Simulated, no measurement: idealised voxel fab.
This section sets out a process module, namely voxel lift off.
For reference, the cross-section in this document is cut, with width 190 nm and square cells of 5 nm.
A cross-section in this document is a grid of square cells, and it is written down as bands, the top band listed before the ones below it; a band is made up of one or more rows of cells. Look at the band entry: it leads with the top's height and the bottom's height in nm. Then it lists the materials left to right, with a width in nm for each. The word "edge to edge" on a single material says that material fills the band edge to edge. The word "blank" is empty space. Measure heights from 0. That's the level where, below it, the as-received wafer is all one material. The lowest band is bottomless and extends downward; write it as in "top 0, no bottom". With a width like "30 to 40", each row of cells in the band differs from the next by the same amount, the top row carrying the first number and the bottom row the second. Given "no change occurred" for a step, no cell of the cross-section differs between before and after that step. "Closed cavity list": empty spaces of 8 cells or more with no open way to the top, each given as width x height at distance, distance from the left edge, all in nm. Note: text after step settings on the step line = simulator remark on that step. A step's line can hold "overlay nm"; with a mask on that step, the setting says how far right of the planned place the mask lay, while a negative setting says it lay to the left.
The planned process steps are enumerated hereunder:
step 1: RECEIVE [material Si]
step 2: CONFORMAL_DEP [material Al2O3] [thk nm 15]
step 3: PATTERN [tone open] [mask id LINES] [material resist] [width nm 20] [pitch nm 45] [thk nm 30] [overlay nm 0]
step 4: DIRECTIONAL_DEP [material Ru] [thk nm 15]
step 5: STRIP [etch materials resist]
step 6: CONFORMAL_DEP [material SiCN] [thk nm 10]
Shown in cross-section is the wafer as received, that is, as it stands after step 1:
    top 0, no bottom  Si edge to edge
    Closed cavity list: none
End-of-module cross-section. Starting structure and process plan as above; one mistake made in running it:
    top 30, bottom 20  blank 5 / SiCN 40 / blank 5 / SiCN 40 / blank 5 / SiCN 40 / blank 5 / SiCN 40 / blank 10
    top 20, bottom 15  blank 5 / SiCN 10 / Ru 20 / SiCN 10 / blank 5 / SiCN 10 / Ru 20 / SiCN 10 / blank 5 / SiCN 10 / Ru 20 / SiCN 10 / blank 5 / SiCN 10 / Ru 20 / SiCN 10 / blank 10
    top 15, bottom 5  SiCN 15 / Ru 20 / SiCN 25 / Ru 20 / SiCN 25 / Ru 20 / SiCN 25 / Ru 20 / SiCN 20
    top 5, bottom 0  Al2O3 edge to edge
    top 0, no bottom  Si edge to edge
    Closed cavity list: none
So what did we get wrong on this run? heads up, step 2 didn't go per plan, it actually ran as CONFORMAL_DEP [material Al2O3] [thk nm 5]
